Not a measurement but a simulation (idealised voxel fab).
A process module follows: voxel capacitor over wiring.
The cross-section shown here is cut; it is 160 nm wide and divided into square cells measuring 5 nm on a side.
Throughout this document, each cross-section is represented as a grid of square cells and is presented as a sequence of bands enumerated from the top downward, where a band comprises one or more rows of cells.
Band: top height; bottom height; in nm. Then, left to right: material with width in nm, for each material. "full width": a single material spanning edge to edge. "air": empty space.
For the purposes of this specification, 0 denotes the height below which the wafer in its as-received condition is composed wholly of one material, and the lowermost band, lacking a lower limit, extends downward without end, as expressed in "0 -> down".
Think of "30 to 40" as a width that walks from the first number to the second as you go down the band, top row to bottom row, taking equal-sized steps from row to row.
It should be understood that the words "no alteration", when stated for a given step, signify that the cross-section underwent no change in any of its cells during that step.
In "Completely enclosed voids" the enclosed voids are listed, meaning empty spaces of 8 cells or larger without any opening to the top. The form is width x height at distance, distance from the left edge, units nm.
after a step's settings: what the simulator itself notes on the step
Steps that use a mask can have "overlay nm" on their line. It says how far the mask sat to the right of where it was meant to be. Negative means to the left.

Intended process steps
1) RECEIVE | material Si
2) CONFORMAL_DEP | material SiO2 | thk nm 15
3) CONFORMAL_DEP | material SiCN | thk nm 5
4) DIRECTIONAL_DEP | material SiO2 | thk nm 20
5) DIRECTIONAL_DEP | material aC | thk nm 15
6) PATTERN | tone open | mask id METAL_1 | material resist | width nm 20 | pitch nm 70 | thk nm 35 | overlay nm 0
7) DIRECTIONAL_ETCH | etch materials aC | depth nm 15
8) STRIP | etch materials resist
9) DIRECTIONAL_ETCH | etch materials SiO2 | depth nm 20
10) DIRECTIONAL_ETCH | etch materials SiCN | depth nm 5
11) STRIP | etch materials aC
12) CONFORMAL_DEP | material TiN | thk nm 5
13) FILL_DEP | material Cu | thk nm 5
14) CMP | height nm 40
15) EPI | material Ru | thk nm 5
16) FILL_DEP | material SiCN | thk nm 5
17) DIRECTIONAL_DEP | material lowk | thk nm 10
18) PATTERN | tone open | mask id PLUG_1 | material resist | width nm 15 | thk nm 20 | overlay nm 0
19) DIRECTIONAL_ETCH | etch materials lowk | depth nm 10
20) DIRECTIONAL_ETCH | etch materials SiCN | depth nm 5
21) STRIP | etch materials resist
22) CONFORMAL_DEP | material TiN | thk nm 5
23) FILL_DEP | material W | thk nm 5
24) CMP | height nm 60
25) DIRECTIONAL_DEP | material TiN | thk nm 5
26) DIRECTIONAL_DEP | material SiN | thk nm 5
27) DIRECTIONAL_DEP | material TiN | thk nm 10
28) DIRECTIONAL_DEP | material aC | thk nm 15
29) PATTERN | tone cover | mask id UPPER_PLATE | material resist | width nm 55 | thk nm 35 | overlay nm 0
30) DIRECTIONAL_ETCH | etch materials aC | depth nm 15
31) STRIP | etch materials resist
32) DIRECTIONAL_ETCH | etch materials TiN | depth nm 10
33) DIRECTIONAL_ETCH | etch materials SiN | depth nm 5
34) STRIP | etch materials aC
35) PATTERN | tone cover | mask id LOWER_PLATE | material resist | width nm 65 | thk nm 20 | overlay nm 0
36) DIRECTIONAL_ETCH | etch materials TiN | depth nm 5
37) STRIP | etch materials resist
38) FILL_DEP | material SiO2 | thk nm 15
39) CMP | height nm 90
40) MASKED_ETCH | tone open | mask id PLUG_2 | width nm 15 | etch materials SiO2 | depth nm 10 | overlay nm 0
41) CONFORMAL_DEP | material TiN | thk nm 5
42) FILL_DEP | material Cu | thk nm 10
43) CMP | height nm 90
44) CONFORMAL_DEP | material SiN | thk nm 5

So this is the incoming wafer in cross-section - it's already been through step 1
- 0 -> down: Si full width
- Completely enclosed voids: none

First of two wafers: cross-section at end of module, run per plan
- 95 -> 90: SiN full width
- 90 -> 85: SiO2 50 nm / TiN 5 nm / Cu 5 nm / TiN 5 nm / SiO2 95 nm
- 85 -> 80: SiO2 50 nm / TiN 15 nm / SiO2 95 nm
- 80 -> 70: SiO2 40 nm / TiN 55 nm / SiO2 65 nm
- 70 -> 65: SiO2 40 nm / SiN 55 nm / SiO2 65 nm
- 65 -> 60: SiO2 35 nm / TiN 65 nm / SiO2 60 nm
- 60 -> 50: lowk 40 nm / TiN 5 nm / W 5 nm / TiN 5 nm / lowk 105 nm
- 50 -> 45: SiCN 40 nm / TiN 15 nm / SiCN 105 nm
- 45 -> 40: SiCN 30 nm / Ru 30 nm / SiCN 40 nm / Ru 30 nm / SiCN 30 nm
- 40 -> 20: SiO2 35 nm / TiN 5 nm / Cu 10 nm / TiN 5 nm / SiO2 50 nm / TiN 5 nm / Cu 10 nm / TiN 5 nm / SiO2 35 nm
- 20 -> 15: SiCN 35 nm / TiN 20 nm / SiCN 50 nm / TiN 20 nm / SiCN 35 nm
- 15 -> 0: SiO2 full width
- 0 -> down: Si full width
- Completely enclosed voids: none

Cross-sectional image of the second wafer of the two following completion of the module. Starting state and process plan were the same as for the first wafer; one execution error occurred
- 95 -> 90: SiN full width
- 90 -> 85: SiO2 50 nm / TiN 5 nm / Cu 5 nm / TiN 5 nm / SiO2 95 nm
- 85 -> 80: SiO2 50 nm / TiN 15 nm / SiO2 95 nm
- 80 -> 70: SiO2 40 nm / TiN 55 nm / SiO2 65 nm
- 70 -> 65: SiO2 40 nm / SiN 55 nm / SiO2 65 nm
- 65 -> 60: Ru full width
- 60 -> 50: lowk 40 nm / TiN 5 nm / W 5 nm / TiN 5 nm / lowk 105 nm
- 50 -> 45: SiCN 40 nm / TiN 15 nm / SiCN 105 nm
- 45 -> 40: SiCN 30 nm / Ru 30 nm / SiCN 40 nm / Ru 30 nm / SiCN 30 nm
- 40 -> 20: SiO2 35 nm / TiN 5 nm / Cu 10 nm / TiN 5 nm / SiO2 50 nm / TiN 5 nm / Cu 10 nm / TiN 5 nm / SiO2 35 nm
- 20 -> 15: SiCN 35 nm / TiN 20 nm / SiCN 50 nm / TiN 20 nm / SiCN 35 nm
- 15 -> 0: SiO2 full width
- 0 -> down: Si full width
- Completely enclosed voids: none
What broke from the plan during processing? the process deviated at step 25: the operation and settings actually run there were DIRECTIONAL_DEP | material Ru | thk nm 5
It is noted that, at the conclusion of processing, the second wafer exhibits a higher or lower cell count for certain materials relative to the first: +32 Ru | -19 SiO2 | -13 TiN
